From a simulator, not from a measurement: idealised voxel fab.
Process module, titled voxel self aligned contacts
Pictured: cross-section cut, 200 nm wide, on a grid of 5 nm square cells.
We lay out every cross-section as a grid of square cells and spell it out in bands from the top down, where one band means one or more rows of cells. For a band, the entry starts with two heights in nm, that of the top and then that of the bottom, and carries on with the band's materials in order from left to right, each alongside its width in nm; the word "everywhere" beside a single material means it fills the band edge to edge, and "air" means empty space. The level at which height equals 0 is the one under which the wafer, as it arrives, is entirely one material. No lower edge exists for the bottom band, which continues downward and is notated as in "0..down". A two-number width, for instance "30->40", indicates that the width is equal to the first number in the top row of the band and to the second number in the bottom row, and that it changes by a constant amount per row of cells. "stayed the same" means the step left every cell of the cross-section as it was. Any empty space of 8 cells or more lacking an open way to the top shows up in "Cavities, closed" as width x height at distance, distance from the left edge, in nm. after a step's settings: what the simulator itself notes on the step. What "overlay nm" on a step's line means: if the step has a mask, that mask lay this far to the right of its planned place, or, when the value is negative, to the left.

**The process steps that were planned are listed below**
1,op RECEIVE | material Si
2,op OXIDIZE | depth nm 5
3,op DIRECTIONAL_DEP | material polySi | thk nm 25
4,op DIRECTIONAL_DEP | material SiN | thk nm 20
5,op DIRECTIONAL_DEP | material aC | thk nm 10
6,op PATTERN | tone cover | mask id GATE | material resist | width nm 30 | pitch nm 65 | thk nm 30 | overlay nm 0
7,op DIRECTIONAL_ETCH | etch materials aC | depth nm 10
8,op STRIP | etch materials resist
9,op DIRECTIONAL_ETCH | etch materials SiN | depth nm 20
10,op DIRECTIONAL_ETCH | etch materials polySi | depth nm 25
11,op STRIP | etch materials aC
12,op CONFORMAL_DEP | material SiN | thk nm 10
13,op DIRECTIONAL_ETCH | etch materials SiN | depth nm 10
14,op FILL_DEP | material SiO2 | thk nm 15
15,op CMP | height nm 55
16,op DIRECTIONAL_DEP | material aC | thk nm 15
17,op PATTERN | tone open | mask id CONTACT | material resist | width nm 45 | thk nm 30 | overlay nm 0
18,op DIRECTIONAL_ETCH | etch materials aC | depth nm 15
19,op STRIP | etch materials resist
20,op DIRECTIONAL_ETCH | etch materials SiO2 | depth nm 60
21,op STRIP | etch materials aC
22,op CONFORMAL_DEP | material TiN | thk nm 5
23,op FILL_DEP | material Ru | thk nm 5
24,op CMP | height nm 55
25,op CONFORMAL_DEP | material SiCN | thk nm 5

**Incoming wafer, cross-sectional view, post step 1**
0..down = Si everywhere
Cavities, closed: none

**The first of the two wafers as seen in cross-section once the module was finished; processing followed the plan**
60..55 = SiCN everywhere
55..45 = 75 of SiO2, then 5->20 of TiN, then 35->5 of Ru, then 5->20 of TiN, then 80 of SiO2
45..25 = 40 of SiO2, then 50 of SiN, then 5 of TiN, then 5 of Ru, then 5 of TiN, then 50 of SiN, then 45 of SiO2
25..0 = 40 of SiO2, then 10 of SiN, then 30 of polySi, then 10 of SiN, then 5 of TiN, then 5 of Ru, then 5 of TiN, then 10 of SiN, then 30 of polySi, then 10 of SiN, then 45 of SiO2
0..-5 = 90 of SiO2, then 15 of TiN, then 95 of SiO2
-5..down = Si everywhere
Cavities, closed: none

**Second of two wafers, module complete, sectioned: it shares the first wafer's start and plan but was run with one mistake**
60..55 = SiCN everywhere
55..45 = 75 of SiO2, then 5->20 of TiN, then 35->5 of Ru, then 5->20 of TiN, then 80 of SiO2
45..25 = 40 of SiO2, then 50 of SiN, then 5 of TiN, then 5 of Ru, then 5 of TiN, then 50 of SiN, then 45 of SiO2
25..15 = 40 of SiO2, then 10 of SiN, then 30 of polySi, then 10 of SiN, then 5 of TiN, then 5 of Ru, then 5 of TiN, then 10 of SiN, then 30 of polySi, then 10 of SiN, then 45 of SiO2
15..10 = 40 of SiO2, then 10 of SiN, then 30 of polySi, then 10 of SiN, then 15 of TiN, then 10 of SiN, then 30 of polySi, then 10 of SiN, then 45 of SiO2
10..0 = 50 of SiN, then 30 of polySi, then 35 of SiN, then 30 of polySi, then 55 of SiN
0..-5 = SiO2 everywhere
-5..down = Si everywhere
Cavities, closed: none
Error vs. plan: steps 12 and 13: order swapped relative to plan
End of process, cell counts, second wafer against first, materials with more or fewer: -3 Ru, +40 SiN, -31 SiO2, -6 TiN
